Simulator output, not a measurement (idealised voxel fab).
process module | voxel self aligned contacts
cross-section cut | 160 nm wide | cells 5 nm
A cross-section is a grid of square cells, given in bands from the top down. A band is one or more rows of cells.
Each band's line starts with the height of the band's top and of its bottom, in nm. Then come its materials from left to right, each with its width in nm. One material with "throughout" fills the band from edge to edge. "air" is empty space.
Height 0 is the level under which the wafer as received is all one material. The lowest band goes on downwards, as in "0 down".
A width such as "30 to 40" changes by the same amount from each row of cells to the next, from the band's top row to its bottom row.
"no change" after a step means that no cell of the cross-section changed.
closed voids: empty space of 8 cells or more with no open way to the top, each as width x height at its distance from the left edge, in nm
after a step's settings: what the simulator itself notes on the step
overlay nm, on a step with a mask: how far to the right of its planned place the mask lay; to the left if negative
plan
1 op RECEIVE | material Si
2 op OXIDIZE | depth nm 5
3 op DIRECTIONAL_DEP | material polySi | thk nm 30
4 op DIRECTIONAL_DEP | material SiN | thk nm 25
5 op DIRECTIONAL_DEP | material aC | thk nm 15
6 op PATTERN | tone cover | mask id GATE | material resist | width nm 25 | pitch nm 65 | thk nm 35 | overlay nm 0
7 op DIRECTIONAL_ETCH | etch materials aC | depth nm 15
8 op STRIP | etch materials resist
9 op DIRECTIONAL_ETCH | etch materials SiN | depth nm 25
10 op DIRECTIONAL_ETCH | etch materials polySi | depth nm 30
11 op STRIP | etch materials aC
12 op CONFORMAL_DEP | material SiN | thk nm 10
13 op DIRECTIONAL_ETCH | etch materials SiN | depth nm 10
14 op FILL_DEP | material SiO2 | thk nm 20
15 op CMP | height nm 65
16 op MASKED_ETCH | tone open | mask id CONTACT | width nm 50 | etch materials SiO2 | depth nm 70 | overlay nm 0
17 op CONFORMAL_DEP | material TiN | thk nm 5
18 op FILL_DEP | material Ru | thk nm 5
19 op CMP | height nm 65
20 op CONFORMAL_DEP | material SiN | thk nm 5
first wafer, as planned
as received, after step 1
  0 down: Si throughout
  closed voids: none
after step 2
  0 to -5: SiO2 throughout
  below -5: unchanged
after step 3
  30 to 0: polySi throughout
  below 0: unchanged
after step 4
  55 to 30: SiN throughout
  below 30: unchanged
after step 5
  70 to 55: aC throughout
  below 55: unchanged
after step 6
  105 to 70: air 35 | resist 25 | air 40 | resist 25 | air 35
  below 70: unchanged
after step 7
  90 to 70: air 35 | resist 25 | air 40 | resist 25 | air 35
  70 to 55: air 35 | aC 25 | air 40 | aC 25 | air 35
  below 55: unchanged
after step 8
  70 to 55: air 35 | aC 25 | air 40 | aC 25 | air 35
  below 55: unchanged
after step 9
  70 to 55: air 35 | aC 25 | air 40 | aC 25 | air 35
  55 to 30: air 35 | SiN 25 | air 40 | SiN 25 | air 35
  below 30: unchanged
after step 10
  70 to 55: air 35 | aC 25 | air 40 | aC 25 | air 35
  55 to 30: air 35 | SiN 25 | air 40 | SiN 25 | air 35
  30 to 0: air 35 | polySi 25 | air 40 | polySi 25 | air 35
  below 0: unchanged
after step 11
  55 to 30: air 35 | SiN 25 | air 40 | SiN 25 | air 35
  below 30: unchanged
after step 12
  65 to 30: air 25 | SiN 45 | air 20 | SiN 45 | air 25
  30 to 10: air 25 | SiN 10 | polySi 25 | SiN 10 | air 20 | SiN 10 | polySi 25 | SiN 10 | air 25
  10 to 0: SiN 35 | polySi 25 | SiN 40 | polySi 25 | SiN 35
  below 0: unchanged
after step 13
  55 to 30: air 25 | SiN 45 | air 20 | SiN 45 | air 25
  30 to 0: air 25 | SiN 10 | polySi 25 | SiN 10 | air 20 | SiN 10 | polySi 25 | SiN 10 | air 25
  below 0: unchanged
after step 14
  75 to 55: SiO2 throughout
  55 to 30: SiO2 25 | SiN 45 | SiO2 20 | SiN 45 | SiO2 25
  30 to 0: SiO2 25 | SiN 10 | polySi 25 | SiN 10 | SiO2 20 | SiN 10 | polySi 25 | SiN 10 | SiO2 25
  below 0: unchanged
after step 15
  65 to 55: SiO2 throughout
  below 55: unchanged
after step 16
  65 to 55: SiO2 55 | air 50 | SiO2 55
  55 to 30: SiO2 25 | SiN 45 | air 20 | SiN 45 | SiO2 25
  30 to 0: SiO2 25 | SiN 10 | polySi 25 | SiN 10 | air 20 | SiN 10 | polySi 25 | SiN 10 | SiO2 25
  0 to -5: SiO2 70 | air 20 | SiO2 70
  below -5: unchanged
after step 17
  70 to 65: TiN 60 | air 40 | TiN 60
  65 to 55: SiO2 55 | TiN 5 to 20 | air 40 to 10 | TiN 5 to 20 | SiO2 55
  55 to 30: SiO2 25 | SiN 45 | TiN 5 | air 10 | TiN 5 | SiN 45 | SiO2 25
  30 to 0: SiO2 25 | SiN 10 | polySi 25 | SiN 10 | TiN 5 | air 10 | TiN 5 | SiN 10 | polySi 25 | SiN 10 | SiO2 25
  0 to -5: SiO2 70 | TiN 20 | SiO2 70
  below -5: unchanged
after step 18
  75 to 70: Ru throughout
  70 to 65: TiN 60 | Ru 40 | TiN 60
  65 to 55: SiO2 55 | TiN 5 to 20 | Ru 40 to 10 | TiN 5 to 20 | SiO2 55
  55 to 30: SiO2 25 | SiN 45 | TiN 5 | Ru 10 | TiN 5 | SiN 45 | SiO2 25
  30 to 0: SiO2 25 | SiN 10 | polySi 25 | SiN 10 | TiN 5 | Ru 10 | TiN 5 | SiN 10 | polySi 25 | SiN 10 | SiO2 25
  below 0: unchanged
after step 19
  65 to 55: SiO2 55 | TiN 5 to 20 | Ru 40 to 10 | TiN 5 to 20 | SiO2 55
  below 55: unchanged
after step 20
  70 to 65: SiN throughout
  below 65: unchanged
second wafer: like start, like plan, one mistake. Through step 1 it matches the first wafer
when step 2 should have ended: no change
when step 3 should have ended
  30 to 0: polySi throughout
  below 0: unchanged
when step 4 should have ended
  55 to 30: SiN throughout
  below 30: unchanged
when step 5 should have ended
  70 to 55: aC throughout
  below 55: unchanged
when step 6 should have ended
  105 to 70: air 35 | resist 25 | air 40 | resist 25 | air 35
  below 70: unchanged
when step 7 should have ended
  90 to 70: air 35 | resist 25 | air 40 | resist 25 | air 35
  70 to 55: air 35 | aC 25 | air 40 | aC 25 | air 35
  below 55: unchanged
when step 8 should have ended
  70 to 55: air 35 | aC 25 | air 40 | aC 25 | air 35
  below 55: unchanged
when step 9 should have ended
  70 to 55: air 35 | aC 25 | air 40 | aC 25 | air 35
  55 to 30: air 35 | SiN 25 | air 40 | SiN 25 | air 35
  below 30: unchanged
when step 10 should have ended
  70 to 55: air 35 | aC 25 | air 40 | aC 25 | air 35
  55 to 30: air 35 | SiN 25 | air 40 | SiN 25 | air 35
  30 to 0: air 35 | polySi 25 | air 40 | polySi 25 | air 35
  below 0: unchanged
when step 11 should have ended
  55 to 30: air 35 | SiN 25 | air 40 | SiN 25 | air 35
  below 30: unchanged
when step 12 should have ended
  65 to 30: air 25 | SiN 45 | air 20 | SiN 45 | air 25
  30 to 10: air 25 | SiN 10 | polySi 25 | SiN 10 | air 20 | SiN 10 | polySi 25 | SiN 10 | air 25
  10 to 0: SiN 35 | polySi 25 | SiN 40 | polySi 25 | SiN 35
  below 0: unchanged
when step 13 should have ended
  55 to 30: air 25 | SiN 45 | air 20 | SiN 45 | air 25
  30 to 0: air 25 | SiN 10 | polySi 25 | SiN 10 | air 20 | SiN 10 | polySi 25 | SiN 10 | air 25
  below 0: unchanged
when step 14 should have ended
  75 to 55: SiO2 throughout
  55 to 30: SiO2 25 | SiN 45 | SiO2 20 | SiN 45 | SiO2 25
  30 to 0: SiO2 25 | SiN 10 | polySi 25 | SiN 10 | SiO2 20 | SiN 10 | polySi 25 | SiN 10 | SiO2 25
  below 0: unchanged
when step 15 should have ended
  65 to 55: SiO2 throughout
  below 55: unchanged
when step 16 should have ended
  65 to 55: SiO2 55 | air 50 | SiO2 55
  55 to 30: SiO2 25 | SiN 45 | air 20 | SiN 45 | SiO2 25
  30 to 0: SiO2 25 | SiN 10 | polySi 25 | SiN 10 | air 20 | SiN 10 | polySi 25 | SiN 10 | SiO2 25
  below 0: unchanged
when step 17 should have ended
  70 to 65: TiN 60 | air 40 | TiN 60
  65 to 55: SiO2 55 | TiN 5 to 20 | air 40 to 10 | TiN 5 to 20 | SiO2 55
  55 to 30: SiO2 25 | SiN 45 | TiN 5 | air 10 | TiN 5 | SiN 45 | SiO2 25
  30 to 5: SiO2 25 | SiN 10 | polySi 25 | SiN 10 | TiN 5 | air 10 | TiN 5 | SiN 10 | polySi 25 | SiN 10 | SiO2 25
  5 to 0: SiO2 25 | SiN 10 | polySi 25 | SiN 10 | TiN 20 | SiN 10 | polySi 25 | SiN 10 | SiO2 25
  below 0: unchanged
when step 18 should have ended
  75 to 70: Ru throughout
  70 to 65: TiN 60 | Ru 40 | TiN 60
  65 to 55: SiO2 55 | TiN 5 to 20 | Ru 40 to 10 | TiN 5 to 20 | SiO2 55
  55 to 30: SiO2 25 | SiN 45 | TiN 5 | Ru 10 | TiN 5 | SiN 45 | SiO2 25
  30 to 5: SiO2 25 | SiN 10 | polySi 25 | SiN 10 | TiN 5 | Ru 10 | TiN 5 | SiN 10 | polySi 25 | SiN 10 | SiO2 25
  below 5: unchanged
when step 19 should have ended
  65 to 55: SiO2 55 | TiN 5 to 20 | Ru 40 to 10 | TiN 5 to 20 | SiO2 55
  below 55: unchanged
when step 20 should have ended
  70 to 65: SiN throughout
  below 65: unchanged
what went wrong: step 2 was left out
at the end the second wafer has, in cells: 2 fewer of Ru | 32 more of Si | 28 fewer of SiO2 | 2 fewer of TiN
